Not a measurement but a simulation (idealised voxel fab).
Documented hereafter: the process module known as voxel trench capacitor.
It is cross-section cut that appears here, measuring 140 nm in width, its square cells being 5 nm in size.
Square cells in a grid make up a cross-section in this document, and the grid is given as bands, listed from the top down, each one or more rows of cells.
Heads up on the band format: heights come first, top then bottom, in nm. After that it's the materials left to right, each with its width in nm. A single material flagged "everywhere" fills the whole band edge to edge, and "air" means there's empty space there.
Below 0: as-received wafer, all one material; heights counted from there. Lowest band: no bottom, goes on down, written "0 down".
Think of "30 to 40" as a width that walks from the first number to the second as you go down the band, top row to bottom row, taking equal-sized steps from row to row.
You'll sometimes find "stayed the same" written for a step, and that's the way of saying that nowhere in the cross-section did a cell change during that step.
Enclosed voids (no open way to top), threshold 8 cells or more, entry "Voids, sealed", notation width x height at distance, distance from left edge, nm.
If you see something after the settings on a step's line, that's the simulator's own remark about that step.
For masked steps, "overlay nm" on the step line gives how far right of plan the mask actually lay; a minus sign means it lay to the left.
List of planned process steps
1,RECEIVE | material Si
2,CONFORMAL_DEP | material SiN | thk nm 10
3,PATTERN | tone open | mask id TRENCH | material resist | width nm 20 | pitch nm 40 | thk nm 15 | overlay nm 0
4,DIRECTIONAL_ETCH | etch materials SiN | depth nm 10
5,DIRECTIONAL_ETCH | etch materials Si | depth nm 25
6,STRIP | etch materials resist
7,CONFORMAL_DEP | material SiO2 | thk nm 5
8,FILL_DEP | material polySi | thk nm 10
9,CMP | height nm 10
Incoming wafer in cross-section (state: after step 1)
    0 down | Si everywhere
    Voids, sealed: none
The first of two wafers, cross-sectioned at the end of the module, with the run proceeding as planned
    10 to 0 | SiN=40 / SiO2=5 / polySi=10 / SiO2=5 / SiN=20 / SiO2=5 / polySi=10 / SiO2=5 / SiN=40
    0 to -20 | Si=40 / SiO2=5 / polySi=10 / SiO2=5 / Si=20 / SiO2=5 / polySi=10 / SiO2=5 / Si=40
    -20 to -25 | Si=40 / SiO2=20 / Si=20 / SiO2=20 / Si=40
    -25 down | Si everywhere
    Voids, sealed: none
So this is wafer number two of the two, cut at the end of the module - it started where the first did and had the same plan, we just got one thing wrong running it
    10 to 0 | SiN=50 / SiO2=5 / polySi=10 / SiO2=5 / SiN=20 / SiO2=5 / polySi=10 / SiO2=5 / SiN=30
    0 to -20 | Si=50 / SiO2=5 / polySi=10 / SiO2=5 / Si=20 / SiO2=5 / polySi=10 / SiO2=5 / Si=30
    -20 to -25 | Si=50 / SiO2=20 / Si=20 / SiO2=20 / Si=30
    -25 down | Si everywhere
    Voids, sealed: none
Plan not followed: off-plan run, step 3, actual operation and settings PATTERN | tone open | mask id TRENCH | material resist | width nm 20 | pitch nm 40 | thk nm 15 | overlay nm 10
at the end the second wafer has, in cells: as many of each material as the first, in other places
